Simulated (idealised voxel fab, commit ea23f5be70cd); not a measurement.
Module name: voxel self aligned contacts (process module)
290 nm wide, 5 nm square cells: that's cross-section cut.
In this document a cross-section is written as a grid of square cells. It is given as a series of bands, listed from the top down, and a band is one or more rows of cells.
Band: top and bottom heights (nm) first, top before bottom; then materials from left to right, widths in nm. "throughout" marks a sole material filling the band edge to edge. "air" denotes empty space.
A quick word on heights: they are counted from 0, and under that level the wafer as it came to us is one material throughout. The lowest band is different from the rest in having no bottom; it simply continues downward, written as in "0 and below".
Quick explanation for "30..40": the width changes in equal steps down the rows of cells, from the first number in the band's top row to the second number in its bottom row.
"all unchanged" -> step changed no cross-section cell.
Voids not open to the top, 8 cells minimum: see "Unvented voids". Written width x height at distance; distance is from the left edge; nm.
If you see something after the settings on a step's line, that's the simulator's own remark about that step.
Steps that use a mask can have "overlay nm" on their line. It says how far the mask sat to the right of where it was meant to be. Negative means to the left.
Process steps (planned)
1,op RECEIVE | material Si
2,op CONFORMAL_DEP | material SiO2 | thk nm 5
3,op DIRECTIONAL_DEP | material polySi | thk nm 25
4,op DIRECTIONAL_DEP | material SiN | thk nm 15
5,op PATTERN | tone cover | mask id GATE | material resist | width nm 35 | pitch nm 60 | thk nm 15 | overlay nm 0
6,op DIRECTIONAL_ETCH | etch materials SiN | depth nm 15
7,op DIRECTIONAL_ETCH | etch materials polySi | depth nm 25
8,op STRIP | etch materials resist
9,op CONFORMAL_DEP | material SiN | thk nm 5
10,op DIRECTIONAL_ETCH | etch materials SiN | depth nm 5
11,op FILL_DEP | material SiO2 | thk nm 20
12,op CMP | height nm 55
13,op DIRECTIONAL_DEP | material aC | thk nm 15
14,op PATTERN | tone open | mask id CONTACT | material resist | width nm 35 | thk nm 35 | overlay nm 0
15,op DIRECTIONAL_ETCH | etch materials aC | depth nm 15
16,op STRIP | etch materials resist
17,op DIRECTIONAL_ETCH | etch materials SiO2 | depth nm 55
18,op STRIP | etch materials aC
19,op CONFORMAL_DEP | material TiN | thk nm 5
20,op FILL_DEP | material Ru | thk nm 10
21,op CMP | height nm 55
22,op CONFORMAL_DEP | material SiCN | thk nm 5
So, the first of our two wafers, run just as we planned it
Delivered wafer in cross-section: state after step 1
- 0 and below | Si throughout
- Unvented voids: none
How the wafer stands in section after step 2
- 5 down to 0 | SiO2 throughout
- For the remainder of the cross-section, below 0, there is no change.
How the wafer stands in section after step 3
- 30 down to 5 | polySi throughout
- For the remainder of the cross-section, below 5, there is no change.
How the wafer stands in section after step 4
- 45 down to 30 | SiN throughout
- For the remainder of the cross-section, below 30, there is no change.
How the wafer stands in section after step 5
- 60 down to 45 | 95 of air / 35 of resist / 25 of air / 35 of resist / 100 of air
- For the remainder of the cross-section, below 45, there is no change.
How the wafer stands in section after step 6
- 60 down to 45 | 95 of air / 35 of resist / 25 of air / 35 of resist / 100 of air
- 45 down to 30 | 95 of air / 35 of SiN / 25 of air / 35 of SiN / 100 of air
- For the remainder of the cross-section, below 30, there is no change.
How the wafer stands in section after step 7
- 60 down to 45 | 95 of air / 35 of resist / 25 of air / 35 of resist / 100 of air
- 45 down to 30 | 95 of air / 35 of SiN / 25 of air / 35 of SiN / 100 of air
- 30 down to 5 | 95 of air / 35 of polySi / 25 of air / 35 of polySi / 100 of air
- For the remainder of the cross-section, below 5, there is no change.
How the wafer stands in section after step 8
- 45 down to 30 | 95 of air / 35 of SiN / 25 of air / 35 of SiN / 100 of air
- For the remainder of the cross-section, below 30, there is no change.
How the wafer stands in section after step 9
- 50 down to 30 | 90 of air / 45 of SiN / 15 of air / 45 of SiN / 95 of air
- 30 down to 10 | 90 of air / 5 of SiN / 35 of polySi / 5 of SiN / 15 of air / 5 of SiN / 35 of polySi / 5 of SiN / 95 of air
- 10 down to 5 | 95 of SiN / 35 of polySi / 25 of SiN / 35 of polySi / 100 of SiN
- For the remainder of the cross-section, below 5, there is no change.
How the wafer stands in section after step 10
- 45 down to 30 | 90 of air / 45 of SiN / 15 of air / 45 of SiN / 95 of air
- 30 down to 5 | 90 of air / 5 of SiN / 35 of polySi / 5 of SiN / 15 of air / 5 of SiN / 35 of polySi / 5 of SiN / 95 of air
- For the remainder of the cross-section, below 5, there is no change.
How the wafer stands in section after step 11
- 65 down to 45 | SiO2 throughout
- 45 down to 30 | 90 of SiO2 / 45 of SiN / 15 of SiO2 / 45 of SiN / 95 of SiO2
- 30 down to 5 | 90 of SiO2 / 5 of SiN / 35 of polySi / 5 of SiN / 15 of SiO2 / 5 of SiN / 35 of polySi / 5 of SiN / 95 of SiO2
- For the remainder of the cross-section, below 5, there is no change.
How the wafer stands in section after step 12
- 55 down to 45 | SiO2 throughout
- For the remainder of the cross-section, below 45, there is no change.
How the wafer stands in section after step 13
- 70 down to 55 | aC throughout
- For the remainder of the cross-section, below 55, there is no change.
How the wafer stands in section after step 14
- 105 down to 70 | 125 of resist / 35 of air / 130 of resist
- For the remainder of the cross-section, below 70, there is no change.
How the wafer stands in section after step 15
- 90 down to 70 | 125 of resist / 35 of air / 130 of resist
- 70 down to 55 | 125 of aC / 35 of air / 130 of aC
- For the remainder of the cross-section, below 55, there is no change.
How the wafer stands in section after step 16
- 70 down to 55 | 125 of aC / 35 of air / 130 of aC
- For the remainder of the cross-section, below 55, there is no change.
How the wafer stands in section after step 17
- 70 down to 55 | 125 of aC / 35 of air / 130 of aC
- 55 down to 45 | 125 of SiO2 / 35 of air / 130 of SiO2
- 45 down to 30 | 90 of SiO2 / 45 of SiN / 15 of air / 45 of SiN / 95 of SiO2
- 30 down to 5 | 90 of SiO2 / 5 of SiN / 35 of polySi / 5 of SiN / 15 of air / 5 of SiN / 35 of polySi / 5 of SiN / 95 of SiO2
- 5 down to 0 | 135 of SiO2 / 15 of air / 140 of SiO2
- For the remainder of the cross-section, below 0, there is no change.
How the wafer stands in section after step 18
- 55 down to 45 | 125 of SiO2 / 35 of air / 130 of SiO2
- For the remainder of the cross-section, below 45, there is no change.
How the wafer stands in section after step 19
- 60 down to 55 | 130 of TiN / 25 of air / 135 of TiN
- 55 down to 45 | 125 of SiO2 / 5..15 of TiN / 25..5 of air / 5..15 of TiN / 130 of SiO2
- 45 down to 30 | 90 of SiO2 / 45 of SiN / 5 of TiN / 5 of air / 5 of TiN / 45 of SiN / 95 of SiO2
- 30 down to 5 | 90 of SiO2 / 5 of SiN / 35 of polySi / 5 of SiN / 5 of TiN / 5 of air / 5 of TiN / 5 of SiN / 35 of polySi / 5 of SiN / 95 of SiO2
- 5 down to 0 | 135 of SiO2 / 15 of TiN / 140 of SiO2
- For the remainder of the cross-section, below 0, there is no change.
How the wafer stands in section after step 20
- 70 down to 60 | Ru throughout
- 60 down to 55 | 130 of TiN / 25 of Ru / 135 of TiN
- 55 down to 45 | 125 of SiO2 / 5..15 of TiN / 25..5 of Ru / 5..15 of TiN / 130 of SiO2
- 45 down to 30 | 90 of SiO2 / 45 of SiN / 5 of TiN / 5 of Ru / 5 of TiN / 45 of SiN / 95 of SiO2
- 30 down to 5 | 90 of SiO2 / 5 of SiN / 35 of polySi / 5 of SiN / 5 of TiN / 5 of Ru / 5 of TiN / 5 of SiN / 35 of polySi / 5 of SiN / 95 of SiO2
- For the remainder of the cross-section, below 5, there is no change.
How the wafer stands in section after step 21
- 55 down to 45 | 125 of SiO2 / 5..15 of TiN / 25..5 of Ru / 5..15 of TiN / 130 of SiO2
- For the remainder of the cross-section, below 45, there is no change.
How the wafer stands in section after step 22
- 60 down to 55 | SiCN throughout
- For the remainder of the cross-section, below 55, there is no change.
Here the second wafer is described. Its start and its plan were those of the first wafer. Its run contained one mistake. Up to and including step 4, it did exactly what the first wafer did
Second wafer, section view, time point: scheduled end of step 5
- 60 down to 45 | 105 of air / 35 of resist / 25 of air / 35 of resist / 90 of air
- For the remainder of the cross-section, below 45, there is no change.
Second wafer, section view, time point: scheduled end of step 6
- 60 down to 45 | 105 of air / 35 of resist / 25 of air / 35 of resist / 90 of air
- 45 down to 30 | 105 of air / 35 of SiN / 25 of air / 35 of SiN / 90 of air
- For the remainder of the cross-section, below 30, there is no change.
Second wafer, section view, time point: scheduled end of step 7
- 60 down to 45 | 105 of air / 35 of resist / 25 of air / 35 of resist / 90 of air
- 45 down to 30 | 105 of air / 35 of SiN / 25 of air / 35 of SiN / 90 of air
- 30 down to 5 | 105 of air / 35 of polySi / 25 of air / 35 of polySi / 90 of air
- For the remainder of the cross-section, below 5, there is no change.
Second wafer, section view, time point: scheduled end of step 8
- 45 down to 30 | 105 of air / 35 of SiN / 25 of air / 35 of SiN / 90 of air
- For the remainder of the cross-section, below 30, there is no change.
Second wafer, section view, time point: scheduled end of step 9
- 50 down to 30 | 100 of air / 45 of SiN / 15 of air / 45 of SiN / 85 of air
- 30 down to 10 | 100 of air / 5 of SiN / 35 of polySi / 5 of SiN / 15 of air / 5 of SiN / 35 of polySi / 5 of SiN / 85 of air
- 10 down to 5 | 105 of SiN / 35 of polySi / 25 of SiN / 35 of polySi / 90 of SiN
- For the remainder of the cross-section, below 5, there is no change.
Second wafer, section view, time point: scheduled end of step 10
- 45 down to 30 | 100 of air / 45 of SiN / 15 of air / 45 of SiN / 85 of air
- 30 down to 5 | 100 of air / 5 of SiN / 35 of polySi / 5 of SiN / 15 of air / 5 of SiN / 35 of polySi / 5 of SiN / 85 of air
- For the remainder of the cross-section, below 5, there is no change.
Second wafer, section view, time point: scheduled end of step 11
- 65 down to 45 | SiO2 throughout
- 45 down to 30 | 100 of SiO2 / 45 of SiN / 15 of SiO2 / 45 of SiN / 85 of SiO2
- 30 down to 5 | 100 of SiO2 / 5 of SiN / 35 of polySi / 5 of SiN / 15 of SiO2 / 5 of SiN / 35 of polySi / 5 of SiN / 85 of SiO2
- For the remainder of the cross-section, below 5, there is no change.
Second wafer, section view, time point: scheduled end of step 12
- 55 down to 45 | SiO2 throughout
- For the remainder of the cross-section, below 45, there is no change.
Second wafer, section view, time point: scheduled end of step 13
- 70 down to 55 | aC throughout
- For the remainder of the cross-section, below 55, there is no change.
Second wafer, section view, time point: scheduled end of step 14
- 105 down to 70 | 125 of resist / 35 of air / 130 of resist
- For the remainder of the cross-section, below 70, there is no change.
Second wafer, section view, time point: scheduled end of step 15
- 90 down to 70 | 125 of resist / 35 of air / 130 of resist
- 70 down to 55 | 125 of aC / 35 of air / 130 of aC
- For the remainder of the cross-section, below 55, there is no change.
Second wafer, section view, time point: scheduled end of step 16
- 70 down to 55 | 125 of aC / 35 of air / 130 of aC
- For the remainder of the cross-section, below 55, there is no change.
Second wafer, section view, time point: scheduled end of step 17
- 70 down to 55 | 125 of aC / 35 of air / 130 of aC
- 55 down to 45 | 125 of SiO2 / 35 of air / 130 of SiO2
- 45 down to 30 | 100 of SiO2 / 45 of SiN / 15 of air / 45 of SiN / 85 of SiO2
- 30 down to 5 | 100 of SiO2 / 5 of SiN / 35 of polySi / 5 of SiN / 15 of air / 5 of SiN / 35 of polySi / 5 of SiN / 85 of SiO2
- 5 down to 0 | 145 of SiO2 / 15 of air / 130 of SiO2
- For the remainder of the cross-section, below 0, there is no change.
Second wafer, section view, time point: scheduled end of step 18
- 55 down to 45 | 125 of SiO2 / 35 of air / 130 of SiO2
- For the remainder of the cross-section, below 45, there is no change.
Second wafer, section view, time point: scheduled end of step 19
- 60 down to 55 | 130 of TiN / 25 of air / 135 of TiN
- 55 down to 45 | 125 of SiO2 / 5..25 of TiN / 25..5 of air / 5 of TiN / 130 of SiO2
- 45 down to 30 | 100 of SiO2 / 45 of SiN / 5 of TiN / 5 of air / 5 of TiN / 45 of SiN / 85 of SiO2
- 30 down to 5 | 100 of SiO2 / 5 of SiN / 35 of polySi / 5 of SiN / 5 of TiN / 5 of air / 5 of TiN / 5 of SiN / 35 of polySi / 5 of SiN / 85 of SiO2
- 5 down to 0 | 145 of SiO2 / 15 of TiN / 130 of SiO2
- For the remainder of the cross-section, below 0, there is no change.
Second wafer, section view, time point: scheduled end of step 20
- 70 down to 60 | Ru throughout
- 60 down to 55 | 130 of TiN / 25 of Ru / 135 of TiN
- 55 down to 45 | 125 of SiO2 / 5..25 of TiN / 25..5 of Ru / 5 of TiN / 130 of SiO2
- 45 down to 30 | 100 of SiO2 / 45 of SiN / 5 of TiN / 5 of Ru / 5 of TiN / 45 of SiN / 85 of SiO2
- 30 down to 5 | 100 of SiO2 / 5 of SiN / 35 of polySi / 5 of SiN / 5 of TiN / 5 of Ru / 5 of TiN / 5 of SiN / 35 of polySi / 5 of SiN / 85 of SiO2
- For the remainder of the cross-section, below 5, there is no change.
Second wafer, section view, time point: scheduled end of step 21
- 55 down to 45 | 125 of SiO2 / 5..25 of TiN / 25..5 of Ru / 5 of TiN / 130 of SiO2
- For the remainder of the cross-section, below 45, there is no change.
Second wafer, section view, time point: scheduled end of step 22
- 60 down to 55 | SiCN throughout
- For the remainder of the cross-section, below 55, there is no change.
Error vs. plan: step 5, actual vs plan mismatch, actual run op PATTERN | tone cover | mask id GATE | material resist | width nm 35 | pitch nm 60 | thk nm 15 | overlay nm 10
Final state: per-material cell counts identical on both wafers; locations differ.
